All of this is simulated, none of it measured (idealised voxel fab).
The document below concerns the process module designated voxel transistor to metal.
Cross-section cut spans 160 nm and uses square cells 5 nm in size.
Cross-section layout: square cells on a grid; listed as bands, top to bottom; a band spans one or more cell rows.
Look at the band entry: it leads with the top's height and the bottom's height in nm. Then it lists the materials left to right, with a width in nm for each. The word "all across" on a single material says that material fills the band edge to edge. The word "empty" is empty space.
Note: height 0 marks the level under which the wafer is uniformly one material as received. Lowest band unbounded below, written "top 0, no bottom".
Width "30..40": first value at the band's top row of cells, second value at its bottom row, equal change from row to row.
When a step is marked "left unchanged", none of the cells in the cross-section changed during that step.
Basically, "Sealed cavities" tells you about the enclosed voids: empty spaces with no open way to the top, 8 cells or bigger, each written width x height at distance, where distance is from the left edge, all in nm.
On a step's line, text after the settings is the simulator commenting on that step.
overlay nm: step with mask; distance mask lay right of planned place; negative value = left of planned place.

## Process steps - plan
step 1: op RECEIVE | material Si
step 2: op OXIDIZE | depth nm 5
step 3: op CONFORMAL_DEP | material SiN | thk nm 15
step 4: op DIRECTIONAL_DEP | material aC | thk nm 10
step 5: op PATTERN | tone cover | mask id ACTIVE | material resist | width nm 125 | thk nm 30 | overlay nm 0
step 6: op DIRECTIONAL_ETCH | etch materials aC | depth nm 10
step 7: op STRIP | etch materials resist
step 8: op DIRECTIONAL_ETCH | etch materials SiN | depth nm 15
step 9: op DIRECTIONAL_ETCH | etch materials SiO2 | depth nm 5
step 10: op DIRECTIONAL_ETCH | etch materials Si | depth nm 30
step 11: op STRIP | etch materials aC
step 12: op OXIDIZE | depth nm 5
step 13: op FILL_DEP | material SiO2 | thk nm 15
step 14: op CMP | height nm 15
step 15: op SELECTIVE_ETCH | etch materials SiO2 | depth nm 10
step 16: op STRIP | etch materials SiN
step 17: op SELECTIVE_ETCH | etch materials SiO2 | depth nm 5
step 18: op OXIDIZE | depth nm 5
step 19: op DIRECTIONAL_DEP | material polySi | thk nm 20
step 20: op DIRECTIONAL_DEP | material SiCN | thk nm 10
step 21: op DIRECTIONAL_DEP | material aC | thk nm 10
step 22: op PATTERN | tone cover | mask id GATE | material resist | width nm 25 | thk nm 30 | overlay nm 0
step 23: op DIRECTIONAL_ETCH | etch materials aC | depth nm 10
step 24: op STRIP | etch materials resist
step 25: op DIRECTIONAL_ETCH | etch materials SiCN | depth nm 20
step 26: op DIRECTIONAL_ETCH | etch materials polySi | depth nm 30
step 27: op STRIP | etch materials aC
step 28: op CONFORMAL_DEP | material SiO2 | thk nm 5
step 29: op DIRECTIONAL_ETCH | etch materials SiO2 | depth nm 5
step 30: op CONFORMAL_DEP | material SiN | thk nm 5
step 31: op DIRECTIONAL_ETCH | etch materials SiN | depth nm 5
step 32: op DIRECTIONAL_ETCH | etch materials SiO2 | depth nm 5
step 33: op DIRECTIONAL_ETCH | etch materials Si | depth nm 5
step 34: op EPI | material nSi | thk nm 5
step 35: op FILL_DEP | material SiO2 | thk nm 10
step 36: op CMP | height nm 25
step 37: op DIRECTIONAL_DEP | material SiO2 | thk nm 15
step 38: op MASKED_ETCH | tone open | mask id CONTACT | width nm 20 | pitch nm 85 | etch materials SiO2 | depth nm 50 | overlay nm 0
step 39: op CONFORMAL_DEP | material TiN | thk nm 5
step 40: op FILL_DEP | material Ru | thk nm 5
step 41: op CMP | height nm 40
step 42: op DIRECTIONAL_DEP | material TiN | thk nm 5
step 43: op DIRECTIONAL_DEP | material Ru | thk nm 20
step 44: op PATTERN | tone cover | mask id METAL_1 | material resist | width nm 20 | pitch nm 85 | thk nm 20 | overlay nm 0
step 45: op DIRECTIONAL_ETCH | etch materials Ru | depth nm 20
step 46: op DIRECTIONAL_ETCH | etch materials TiN | depth nm 5
step 47: op STRIP | etch materials resist
step 48: op CONFORMAL_DEP | material SiN | thk nm 5
step 49: op FILL_DEP | material SiO2 | thk nm 10
step 50: op CMP | height nm 65
step 51: op CONFORMAL_DEP | material SiCN | thk nm 5
For clarity, it should be stated that the wafers under discussion commence in an identical condition and differ with respect to the thk nm of step 30, the plan indicating the value that the first wafer had.

## As-received cross-section, first of several wafers, post step 1
    top 0, no bottom = Si all across
    Sealed cavities: none

## The following table contains a row per wafer, in which are reported, at the conclusion of the module, the cells of each material gained (+) or lost (-) since the wafer's receipt, with its closed voids given thereafter
thk nm 5, +68 Ru, -132 Si, +42 SiCN, +54 SiN, +328 SiO2, +52 TiN, +16 nSi, +20 polySi, Sealed cavities: none
thk nm 10, +60 Ru, -118 Si, +42 SiCN, +89 SiN, +311 SiO2, +44 TiN, +20 polySi, Sealed cavities: none
thk nm 15, +54 Ru, -118 Si, +42 SiCN, +120 SiN, +290 SiO2, +40 TiN, +20 polySi, Sealed cavities: none
thk nm 20, +44 Ru, -118 Si, +42 SiCN, +147 SiN, +279 SiO2, +34 TiN, +20 polySi, Sealed cavities: none
